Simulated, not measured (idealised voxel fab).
process module | voxel quadruple lines
cross-section cut | 245 nm wide | cells 5 nm
A cross-section is a grid of square cells, given in bands from the top down. A band is one or more rows of cells.
Each band's line starts with the height of the band's top and of its bottom, in nm. Then come its materials from left to right, each with its width in nm. One material with "throughout" fills the band from edge to edge. "air" is empty space.
Height 0 is the level under which the wafer as received is all one material. The lowest band goes on downwards, as in "0 down".
A width such as "30 to 40" changes by the same amount from each row of cells to the next, from the band's top row to its bottom row.
"no change" after a step means that no cell of the cross-section changed.
closed voids: empty space of 8 cells or more with no open way to the top, each as width x height at its distance from the left edge, in nm
after a step's settings: what the simulator itself notes on the step
overlay nm, on a step with a mask: how far to the right of its planned place the mask lay; to the left if negative
plan
1 op RECEIVE | material Si
2 op CONFORMAL_DEP | material Al2O3 | thk nm 5
3 op DIRECTIONAL_DEP | material TiN | thk nm 10
4 op DIRECTIONAL_DEP | material polySi | thk nm 20
5 op DIRECTIONAL_DEP | material aC | thk nm 25
6 op PATTERN | tone cover | mask id MANDREL | material resist | width nm 35 | pitch nm 100 | thk nm 30 | overlay nm 0
7 op DIRECTIONAL_ETCH | etch materials aC | depth nm 25
8 op STRIP | etch materials resist
9 op CONFORMAL_DEP | material SiO2 | thk nm 15
10 op DIRECTIONAL_ETCH | etch materials SiO2 | depth nm 15
11 op STRIP | etch materials aC
12 op DIRECTIONAL_ETCH | etch materials polySi | depth nm 20
13 op STRIP | etch materials SiO2
14 op CONFORMAL_DEP | material SiCN | thk nm 10
15 op DIRECTIONAL_ETCH | etch materials SiCN | depth nm 10
16 op STRIP | etch materials polySi
17 op DIRECTIONAL_ETCH | etch materials TiN | depth nm 10
18 op STRIP | etch materials SiCN
as received, after step 1
  0 down: Si throughout
  closed voids: none
a wafer at the end: this start, this plan, one mistake
  15 to 5: air 30 | TiN 10 | air 15 | TiN 10 | air 15 | TiN 10 | air 15 | TiN 10 | air 15 | TiN 10 | air 15 | TiN 10 | air 15 | TiN 10 | air 15 | TiN 10 | air 30
  5 to 0: polySi throughout
  0 down: Si throughout
  closed voids: none
what went wrong: step 2 ran as: op CONFORMAL_DEP | material polySi | thk nm 5
